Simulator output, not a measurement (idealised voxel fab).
process module | voxel tone inversion
cross-section cut | 220 nm wide | cells 5 nm
A cross-section is a grid of square cells, given in bands from the top down. A band is one or more rows of cells.
Each band's line starts with the height of the band's top and of its bottom, in nm. Then come its materials from left to right, each with its width in nm. One material with "throughout" fills the band from edge to edge. "air" is empty space.
Height 0 is the level under which the wafer as received is all one material. The lowest band goes on downwards, as in "0 down".
A width such as "30 to 40" changes by the same amount from each row of cells to the next, from the band's top row to its bottom row.
"no change" after a step means that no cell of the cross-section changed.
closed voids: empty space of 8 cells or more with no open way to the top, each as width x height at its distance from the left edge, in nm
after a step's settings: what the simulator itself notes on the step
overlay nm, on a step with a mask: how far to the right of its planned place the mask lay; to the left if negative
plan
1 op RECEIVE | material Si
2 op CONFORMAL_DEP | material SiN | thk nm 10
3 op DIRECTIONAL_DEP | material polySi | thk nm 15
4 op PATTERN | tone cover | mask id POSTS | material resist | width nm 25 | pitch nm 40 | thk nm 20 | overlay nm 0
5 op DIRECTIONAL_ETCH | etch materials polySi | depth nm 15
6 op STRIP | etch materials resist
7 op FILL_DEP | material SiO2 | thk nm 10
8 op CMP | height nm 25
9 op STRIP | etch materials polySi
as received, after step 1
  0 down: Si throughout
  closed voids: none
a wafer at the end: this start, this plan, one mistake
  15 to 10: SiO2 55 | air 25 | SiO2 15 | air 25 | SiO2 15 | air 25 | SiO2 60
  10 to 0: SiN throughout
  0 down: Si throughout
  closed voids: none
what went wrong: step 8 ran as: op CMP | height nm 15
